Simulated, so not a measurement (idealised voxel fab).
A process module follows: voxel wiring stack.
Cross-section cut spans 240 nm and uses square cells 5 nm in size.
When this document writes out a cross-section, it uses a grid of square cells and lists it as bands, beginning at the top and moving down, with a band standing for one or more rows of cells. Band: top and bottom heights (nm) first, top before bottom; then materials from left to right, widths in nm. "edge to edge" marks a sole material filling the band edge to edge. "blank" denotes empty space. We count height from 0. Below that, the starting wafer is all one material. The lowest band never ends at the bottom but goes on down; see "0..down" for how that is written. Note: "30 to 40" means the width goes from the first number (top row of the band) to the second number (bottom row) in equal steps per row of cells. What does "nothing different" mean for a step? It means no cell of the cross-section changed in that step. Empty spaces without an open route to the top, at least 8 cells in extent, make up the entry "Voids lacking openings"; each is given as width x height at distance, where the distance is measured from the left edge, and all are in nm. It should be noted that, on the line of a given step, the content following the step's settings is a remark produced by the simulator itself with respect to that step. When a step includes a mask, the "overlay nm" setting on its line states how far to the right of its planned place that mask lay, and negative values state how far to the left.
### Intended process steps
- 1: op RECEIVE | material Si
- 2: op CONFORMAL_DEP | material SiO2 | thk nm 10
- 3: op DIRECTIONAL_DEP | material TiN | thk nm 5
- 4: op DIRECTIONAL_DEP | material Ru | thk nm 25
- 5: op MASKED_ETCH | tone cover | mask id METAL_1 | width nm 20 | pitch nm 50 | etch materials Ru | depth nm 25 | overlay nm 0
- 6: op MASKED_ETCH | tone cover | mask id METAL_1 | width nm 20 | pitch nm 50 | etch materials TiN | depth nm 5 | overlay nm 0
- 7: op CONFORMAL_DEP | material SiCN | thk nm 5
- 8: op FILL_DEP | material lowk | thk nm 10
- 9: op CMP | height nm 40
- 10: op CONFORMAL_DEP | material SiCN | thk nm 5
- 11: op DIRECTIONAL_DEP | material lowk | thk nm 15
- 12: op DIRECTIONAL_DEP | material aC | thk nm 15
- 13: op PATTERN | tone open | mask id PLUG_1 | material resist | width nm 15 | pitch nm 50 | thk nm 30 | overlay nm 0
- 14: op DIRECTIONAL_ETCH | etch materials aC | depth nm 15
- 15: op STRIP | etch materials resist
- 16: op DIRECTIONAL_ETCH | etch materials lowk | depth nm 15
- 17: op DIRECTIONAL_ETCH | etch materials SiCN | depth nm 5
- 18: op STRIP | etch materials aC
- 19: op EPI | material Ru | thk nm 10
- 20: op EPI | material Ru | thk nm 10
- 21: op CONFORMAL_DEP | material SiN | thk nm 5
- 22: op DIRECTIONAL_DEP | material SiO2 | thk nm 25
- 23: op PATTERN | tone open | mask id METAL_2 | material resist | width nm 20 | pitch nm 50 | thk nm 15 | overlay nm 0
- 24: op DIRECTIONAL_ETCH | etch materials SiO2 | depth nm 25
- 25: op DIRECTIONAL_ETCH | etch materials SiN | depth nm 5
- 26: op STRIP | etch materials resist
- 27: op CONFORMAL_DEP | material TiN | thk nm 5
- 28: op FILL_DEP | material Ru | thk nm 10
- 29: op CMP | height nm 90
- 30: op CONFORMAL_DEP | material SiCN | thk nm 5
- 31: op DIRECTIONAL_DEP | material lowk | thk nm 30
- 32: op MASKED_ETCH | tone open | mask id METAL_3 | width nm 20 | pitch nm 50 | etch materials lowk | depth nm 15 | overlay nm 0
- 33: op PATTERN | tone open | mask id METAL_3_HOLES | material resist | width nm 15 | pitch nm 100 | thk nm 20 | overlay nm 0
- 34: op DIRECTIONAL_ETCH | etch materials lowk | depth nm 15
- 35: op DIRECTIONAL_ETCH | etch materials SiCN | depth nm 5
- 36: op STRIP | etch materials resist
- 37: op CONFORMAL_DEP | material TiN | thk nm 5
- 38: op FILL_DEP | material Ru | thk nm 10
- 39: op CMP | height nm 125
- 40: op CONFORMAL_DEP | material SiCN | thk nm 5
- 41: op DIRECTIONAL_DEP | material SiO2 | thk nm 30
- 42: op DIRECTIONAL_DEP | material aC | thk nm 10
- 43: op PATTERN | tone open | mask id METAL_4 | material resist | width nm 20 | pitch nm 50 | thk nm 30 | overlay nm 0
- 44: op DIRECTIONAL_ETCH | etch materials aC | depth nm 10
- 45: op STRIP | etch materials resist
- 46: op DIRECTIONAL_ETCH | etch materials SiO2 | depth nm 15
- 47: op STRIP | etch materials aC
- 48: op MASKED_ETCH | tone open | mask id METAL_4_HOLES | width nm 15 | pitch nm 100 | etch materials SiO2 | depth nm 15 | overlay nm 0
- 49: op MASKED_ETCH | tone open | mask id METAL_4_HOLES | width nm 15 | pitch nm 100 | etch materials SiCN | depth nm 5 | overlay nm 0
- 50: op CONFORMAL_DEP | material TiN | thk nm 5
- 51: op FILL_DEP | material Cu | thk nm 5
- 52: op CMP | height nm 160
- 53: op CONFORMAL_DEP | material SiCN | thk nm 5
### Incoming wafer in cross-section (state: after step 1)
- 0..down = Si edge to edge
- Voids lacking openings: none
### End-of-module cross-section of the first of two wafers, processed as planned
- 165..160 = SiCN edge to edge
- 160..150 = SiO2=60 | TiN=5 | Cu=10 | TiN=5 | SiO2=30 | TiN=5 | Cu=10 | TiN=5 | SiO2=30 | TiN=5 | Cu=10 | TiN=5 | SiO2=60
- 150..145 = SiO2=60 | TiN=5 | Cu=5 | TiN=10 | SiO2=30 | TiN=20 | SiO2=30 | TiN=5 | Cu=5 | TiN=10 | SiO2=60
- 145..130 = SiO2=60 | TiN=5 | Cu=5 | TiN=5 | SiO2=85 | TiN=5 | Cu=5 | TiN=5 | SiO2=65
- 130..125 = SiCN=60 | TiN=15 | SiCN=85 | TiN=15 | SiCN=65
- 125..115 = lowk=60 | TiN=5 | Ru=10 | TiN=5 | lowk=30 | TiN=5 | Ru=10 | TiN=5 | lowk=30 | TiN=5 | Ru=10 | TiN=5 | lowk=60
- 115..110 = lowk=60 | TiN=5 | Ru=5 | TiN=10 | lowk=30 | TiN=20 | lowk=30 | TiN=5 | Ru=5 | TiN=10 | lowk=60
- 110..95 = lowk=60 | TiN=5 | Ru=5 | TiN=5 | lowk=85 | TiN=5 | Ru=5 | TiN=5 | lowk=65
- 95..90 = SiCN=60 | TiN=15 | SiCN=85 | TiN=15 | SiCN=65
- 90..65 = SiO2=60 | TiN=5 | Ru=10 | TiN=5 | SiO2=30 | TiN=5 | Ru=10 | TiN=5 | SiO2=30 | TiN=5 | Ru=10 | TiN=5 | SiO2=60
- 65..60 = SiN=60 | TiN=20 | SiN=30 | TiN=20 | SiN=30 | TiN=20 | SiN=60
- 60..45 = lowk=60 | Ru=15 | lowk=35 | Ru=15 | lowk=35 | Ru=15 | lowk=65
- 45..40 = SiCN=60 | Ru=15 | SiCN=35 | Ru=15 | SiCN=35 | Ru=15 | SiCN=65
- 40..15 = lowk=55 | SiCN=5 | Ru=20 | SiCN=5 | lowk=20 | SiCN=5 | Ru=20 | SiCN=5 | lowk=20 | SiCN=5 | Ru=20 | SiCN=5 | lowk=55
- 15..10 = SiCN=60 | TiN=20 | SiCN=30 | TiN=20 | SiCN=30 | TiN=20 | SiCN=60
- 10..0 = SiO2 edge to edge
- 0..down = Si edge to edge
- Voids lacking openings: none
### So this is wafer number two of the two, cut at the end of the module - it started where the first did and had the same plan, we just got one thing wrong running it
- 165..160 = SiCN edge to edge
- 160..150 = SiO2=60 | TiN=5 | Cu=10 | TiN=5 | SiO2=30 | TiN=5 | Cu=10 | TiN=5 | SiO2=30 | TiN=5 | Cu=10 | TiN=5 | SiO2=60
- 150..145 = SiO2=60 | TiN=5 | Cu=5 | TiN=10 | SiO2=30 | TiN=20 | SiO2=30 | TiN=5 | Cu=5 | TiN=10 | SiO2=60
- 145..130 = SiO2=60 | TiN=5 | Cu=5 | TiN=5 | SiO2=85 | TiN=5 | Cu=5 | TiN=5 | SiO2=65
- 130..125 = SiCN=60 | TiN=15 | SiCN=85 | TiN=15 | SiCN=65
- 125..115 = lowk=60 | TiN=5 | Ru=10 | TiN=5 | lowk=30 | TiN=5 | Ru=10 | TiN=5 | lowk=30 | TiN=5 | Ru=10 | TiN=5 | lowk=60
- 115..110 = lowk=60 | TiN=5 | Ru=5 | TiN=10 | lowk=30 | TiN=20 | lowk=30 | TiN=5 | Ru=5 | TiN=10 | lowk=60
- 110..95 = lowk=60 | TiN=5 | Ru=5 | TiN=5 | lowk=85 | TiN=5 | Ru=5 | TiN=5 | lowk=65
- 95..90 = SiCN=60 | TiN=15 | SiCN=85 | TiN=15 | SiCN=65
- 90..70 = SiO2=60 | TiN=5 | Ru=10 | TiN=5 | SiO2=30 | TiN=5 | Ru=10 | TiN=5 | SiO2=30 | TiN=5 | Ru=10 | TiN=5 | SiO2=60
- 70..65 = SiO2=60 | TiN=20 | SiO2=30 | TiN=20 | SiO2=30 | TiN=20 | SiO2=60
- 65..60 = aC edge to edge
- 60..45 = lowk=60 | Ru=15 | lowk=35 | Ru=15 | lowk=35 | Ru=15 | lowk=65
- 45..40 = SiCN=60 | Ru=15 | SiCN=35 | Ru=15 | SiCN=35 | Ru=15 | SiCN=65
- 40..15 = lowk=55 | SiCN=5 | Ru=20 | SiCN=5 | lowk=20 | SiCN=5 | Ru=20 | SiCN=5 | lowk=20 | SiCN=5 | Ru=20 | SiCN=5 | lowk=55
- 15..10 = SiCN=60 | TiN=20 | SiCN=30 | TiN=20 | SiCN=30 | TiN=20 | SiCN=60
- 10..0 = SiO2 edge to edge
- 0..down = Si edge to edge
- Voids lacking openings: none
In executing the process, a mistake was made relative to the plan: step 21 did not use the planned setting and instead ran as op CONFORMAL_DEP | material aC | thk nm 5
Final comparison by cell count, materials where the second wafer has more or fewer than the first: -6 Ru | -36 SiN | -6 TiN | +48 aC
